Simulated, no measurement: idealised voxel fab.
process module | voxel air gaps
cross-section cut | 265 nm wide | cells 5 nm
A cross-section is a grid of square cells, given in bands from the top down. A band is one or more rows of cells.
Each band's line starts with the height of the band's top and of its bottom, in nm. Then come its materials from left to right, each with its width in nm. One material with "throughout" fills the band from edge to edge. "air" is empty space.
Height 0 is the level under which the wafer as received is all one material. The lowest band goes on downwards, as in "0 down".
A width such as "30 to 40" changes by the same amount from each row of cells to the next, from the band's top row to its bottom row.
"no change" after a step means that no cell of the cross-section changed.
closed voids: empty space of 8 cells or more with no open way to the top, each as width x height at its distance from the left edge, in nm
after a step's settings: what the simulator itself notes on the step
overlay nm, on a step with a mask: how far to the right of its planned place the mask lay; to the left if negative
plan
1 op RECEIVE | material Si
2 op CONFORMAL_DEP | material SiO2 | thk nm 15
3 op CONFORMAL_DEP | material SiN | thk nm 5
4 op DIRECTIONAL_DEP | material SiO2 | thk nm 40
5 op DIRECTIONAL_DEP | material aC | thk nm 15
6 op PATTERN | tone open | mask id LINES | material resist | width nm 15 | pitch nm 40 | thk nm 35 | overlay nm 0
7 op DIRECTIONAL_ETCH | etch materials aC | depth nm 15
8 op STRIP | etch materials resist
9 op DIRECTIONAL_ETCH | etch materials SiO2 | depth nm 40
10 op STRIP | etch materials aC
11 op CONFORMAL_DEP | material TiN | thk nm 5
12 op FILL_DEP | material W | thk nm 10
13 op CMP | height nm 60
14 op EPI | material Ru | thk nm 10
15 op SELECTIVE_ETCH | etch materials SiO2 | depth nm 50
16 op CONFORMAL_DEP | material SiN | thk nm 5
first wafer, as planned
as received, after step 1
  0 down: Si throughout
  closed voids: none
after step 2
  15 to 0: SiO2 throughout
  below 0: unchanged
after step 3
  20 to 15: SiN throughout
  below 15: unchanged
after step 4
  60 to 20: SiO2 throughout
  below 20: unchanged
after step 5
  75 to 60: aC throughout
  below 60: unchanged
after step 6
  110 to 75: resist 85 | air 15 | resist 25 | air 15 | resist 25 | air 15 | resist 85
  below 75: unchanged
after step 7
  95 to 75: resist 85 | air 15 | resist 25 | air 15 | resist 25 | air 15 | resist 85
  75 to 60: aC 85 | air 15 | aC 25 | air 15 | aC 25 | air 15 | aC 85
  below 60: unchanged
after step 8
  75 to 60: aC 85 | air 15 | aC 25 | air 15 | aC 25 | air 15 | aC 85
  below 60: unchanged
after step 9
  75 to 60: aC 85 | air 15 | aC 25 | air 15 | aC 25 | air 15 | aC 85
  60 to 20: SiO2 85 | air 15 | SiO2 25 | air 15 | SiO2 25 | air 15 | SiO2 85
  below 20: unchanged
after step 10
  60 to 20: SiO2 85 | air 15 | SiO2 25 | air 15 | SiO2 25 | air 15 | SiO2 85
  below 20: unchanged
after step 11
  65 to 60: TiN 90 | air 5 | TiN 35 | air 5 | TiN 35 | air 5 | TiN 90
  60 to 25: SiO2 85 | TiN 5 | air 5 | TiN 5 | SiO2 25 | TiN 5 | air 5 | TiN 5 | SiO2 25 | TiN 5 | air 5 | TiN 5 | SiO2 85
  25 to 20: SiO2 85 | TiN 15 | SiO2 25 | TiN 15 | SiO2 25 | TiN 15 | SiO2 85
  below 20: unchanged
after step 12
  75 to 65: W throughout
  65 to 60: TiN 90 | W 5 | TiN 35 | W 5 | TiN 35 | W 5 | TiN 90
  60 to 25: SiO2 85 | TiN 5 | W 5 | TiN 5 | SiO2 25 | TiN 5 | W 5 | TiN 5 | SiO2 25 | TiN 5 | W 5 | TiN 5 | SiO2 85
  below 25: unchanged
after step 13
  60 to 25: SiO2 85 | TiN 5 | W 5 | TiN 5 | SiO2 25 | TiN 5 | W 5 | TiN 5 | SiO2 25 | TiN 5 | W 5 | TiN 5 | SiO2 85
  below 25: unchanged
after step 14
  70 to 60: air 75 | Ru 35 | air 5 | Ru 35 | air 5 | Ru 35 | air 75
  below 60: unchanged
after step 15
  70 to 60: air 75 | Ru 35 | air 5 | Ru 35 | air 5 | Ru 35 | air 75
  60 to 25: air 85 | TiN 5 | W 5 | TiN 5 | air 25 | TiN 5 | W 5 | TiN 5 | air 25 | TiN 5 | W 5 | TiN 5 | air 85
  25 to 20: air 85 | TiN 15 | air 25 | TiN 15 | air 25 | TiN 15 | air 85
  below 20: unchanged
after step 16
  75 to 70: air 70 | SiN 125 | air 70
  70 to 60: air 70 | SiN 5 | Ru 35 | SiN 5 | Ru 35 | SiN 5 | Ru 35 | SiN 5 | air 70
  60 to 55: air 70 | SiN 15 | TiN 5 | W 5 | TiN 5 | SiN 25 | TiN 5 | W 5 | TiN 5 | SiN 25 | TiN 5 | W 5 | TiN 5 | SiN 15 | air 70
  55 to 25: air 80 | SiN 5 | TiN 5 | W 5 | TiN 5 | SiN 5 | air 15 | SiN 5 | TiN 5 | W 5 | TiN 5 | SiN 5 | air 15 | SiN 5 | TiN 5 | W 5 | TiN 5 | SiN 5 | air 80
  25 to 20: SiN 85 | TiN 15 | SiN 25 | TiN 15 | SiN 25 | TiN 15 | SiN 85
  below 20: unchanged
  closed voids: 15 x 30 at 105; 15 x 30 at 145
second wafer: like start, like plan, one mistake. Through step 5 it matches the first wafer
when step 6 should have ended
  110 to 75: resist 90 | air 15 | resist 25 | air 15 | resist 25 | air 15 | resist 80
  below 75: unchanged
when step 7 should have ended
  95 to 75: resist 90 | air 15 | resist 25 | air 15 | resist 25 | air 15 | resist 80
  75 to 60: aC 90 | air 15 | aC 25 | air 15 | aC 25 | air 15 | aC 80
  below 60: unchanged
when step 8 should have ended
  75 to 60: aC 90 | air 15 | aC 25 | air 15 | aC 25 | air 15 | aC 80
  below 60: unchanged
when step 9 should have ended
  75 to 60: aC 90 | air 15 | aC 25 | air 15 | aC 25 | air 15 | aC 80
  60 to 20: SiO2 90 | air 15 | SiO2 25 | air 15 | SiO2 25 | air 15 | SiO2 80
  below 20: unchanged
when step 10 should have ended
  60 to 20: SiO2 90 | air 15 | SiO2 25 | air 15 | SiO2 25 | air 15 | SiO2 80
  below 20: unchanged
when step 11 should have ended
  65 to 60: TiN 95 | air 5 | TiN 35 | air 5 | TiN 35 | air 5 | TiN 85
  60 to 25: SiO2 90 | TiN 5 | air 5 | TiN 5 | SiO2 25 | TiN 5 | air 5 | TiN 5 | SiO2 25 | TiN 5 | air 5 | TiN 5 | SiO2 80
  25 to 20: SiO2 90 | TiN 15 | SiO2 25 | TiN 15 | SiO2 25 | TiN 15 | SiO2 80
  below 20: unchanged
when step 12 should have ended
  75 to 65: W throughout
  65 to 60: TiN 95 | W 5 | TiN 35 | W 5 | TiN 35 | W 5 | TiN 85
  60 to 25: SiO2 90 | TiN 5 | W 5 | TiN 5 | SiO2 25 | TiN 5 | W 5 | TiN 5 | SiO2 25 | TiN 5 | W 5 | TiN 5 | SiO2 80
  below 25: unchanged
when step 13 should have ended
  60 to 25: SiO2 90 | TiN 5 | W 5 | TiN 5 | SiO2 25 | TiN 5 | W 5 | TiN 5 | SiO2 25 | TiN 5 | W 5 | TiN 5 | SiO2 80
  below 25: unchanged
when step 14 should have ended
  70 to 60: air 80 | Ru 35 | air 5 | Ru 35 | air 5 | Ru 35 | air 70
  below 60: unchanged
when step 15 should have ended
  70 to 60: air 80 | Ru 35 | air 5 | Ru 35 | air 5 | Ru 35 | air 70
  60 to 25: air 90 | TiN 5 | W 5 | TiN 5 | air 25 | TiN 5 | W 5 | TiN 5 | air 25 | TiN 5 | W 5 | TiN 5 | air 80
  25 to 20: air 90 | TiN 15 | air 25 | TiN 15 | air 25 | TiN 15 | air 80
  below 20: unchanged
when step 16 should have ended
  75 to 70: air 75 | SiN 125 | air 65
  70 to 60: air 75 | SiN 5 | Ru 35 | SiN 5 | Ru 35 | SiN 5 | Ru 35 | SiN 5 | air 65
  60 to 55: air 75 | SiN 15 | TiN 5 | W 5 | TiN 5 | SiN 25 | TiN 5 | W 5 | TiN 5 | SiN 25 | TiN 5 | W 5 | TiN 5 | SiN 15 | air 65
  55 to 25: air 85 | SiN 5 | TiN 5 | W 5 | TiN 5 | SiN 5 | air 15 | SiN 5 | TiN 5 | W 5 | TiN 5 | SiN 5 | air 15 | SiN 5 | TiN 5 | W 5 | TiN 5 | SiN 5 | air 75
  25 to 20: SiN 90 | TiN 15 | SiN 25 | TiN 15 | SiN 25 | TiN 15 | SiN 80
  below 20: unchanged
  closed voids: 15 x 30 at 110; 15 x 30 at 150
what went wrong: step 6 ran as: op PATTERN | tone open | mask id LINES | material resist | width nm 15 | pitch nm 40 | thk nm 35 | overlay nm 5
at the end the second wafer has, in cells: as many of each material as the first, in other places
